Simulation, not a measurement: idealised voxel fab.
Process module, titled voxel released beams
Cross-section cut: width 195 nm, square cells of 5 nm.
Square cells in a grid make up a cross-section in this document, and the grid is given as bands, listed from the top down, each one or more rows of cells. Top height, bottom height, nm. Materials left to right, width each, nm. Single material + "full width" = fills band edge to edge. "blank" = empty. All heights in this document are referenced to 0, defined as the level beneath which the wafer, as received, consists entirely of one material. The lowest band is not bounded below; it extends indefinitely downward and is written in the form "0..down". A two-number width, for instance "30->40", indicates that the width is equal to the first number in the top row of the band and to the second number in the bottom row, and that it changes by a constant amount per row of cells. When a step is marked "left unchanged", none of the cells in the cross-section changed during that step. Empty spaces without an open route to the top, at least 8 cells in extent, make up the entry "Unvented voids"; each is given as width x height at distance, where the distance is measured from the left edge, and all are in nm. If you see something after the settings on a step's line, that's the simulator's own remark about that step. The optional step-line setting "overlay nm" applies to steps with a mask and quantifies how far to the right of its planned location the mask lay, a negative value indicating leftward placement.
# Set out below are the planned steps of the process
1: RECEIVE | material Si
2: CONFORMAL_DEP | material SiN | thk nm 10
3: DIRECTIONAL_DEP | material SiO2 | thk nm 20
4: MASKED_ETCH | tone open | mask id ANCHOR | width nm 45 | etch materials SiO2 | depth nm 20 | overlay nm 0
5: CONFORMAL_DEP | material TiN | thk nm 15
6: PATTERN | tone cover | mask id BEAM | material resist | width nm 125 | thk nm 15 | overlay nm 0
7: DIRECTIONAL_ETCH | etch materials TiN | depth nm 15
8: STRIP | etch materials resist
9: STRIP | etch materials SiO2
# Cross-sectional view of the wafer in its as-received condition, corresponding to the state after step 1
    0..down: Si full width
    Unvented voids: none
# Cross-section, first of two wafers, end of module, run as planned
    45..30: blank 30 nm  TiN 20 nm  blank 15 nm  TiN 90 nm  blank 40 nm
    30..25: blank 35 nm  TiN 15 nm  blank 15 nm  TiN 15 nm  blank 115 nm
    25..10: blank 35 nm  TiN 45 nm  blank 115 nm
    10..0: SiN full width
    0..down: Si full width
    Unvented voids: none
# Module end: cross-section of wafer two of two. Same start and process plan as the first wafer. One mistake during execution
    45..30: blank 30 nm  TiN 125 nm  blank 40 nm
    30..20: SiN full width
    20..0: SiO2 full width
    0..down: Si full width
    Unvented voids: none
What was done differently from what was planned? steps 2 and 3 got flipped, so each one ran where the other should have
Wafer comparison, final, in cells, second relative to first, materials more or fewer: 156 more of SiO2; 24 fewer of TiN
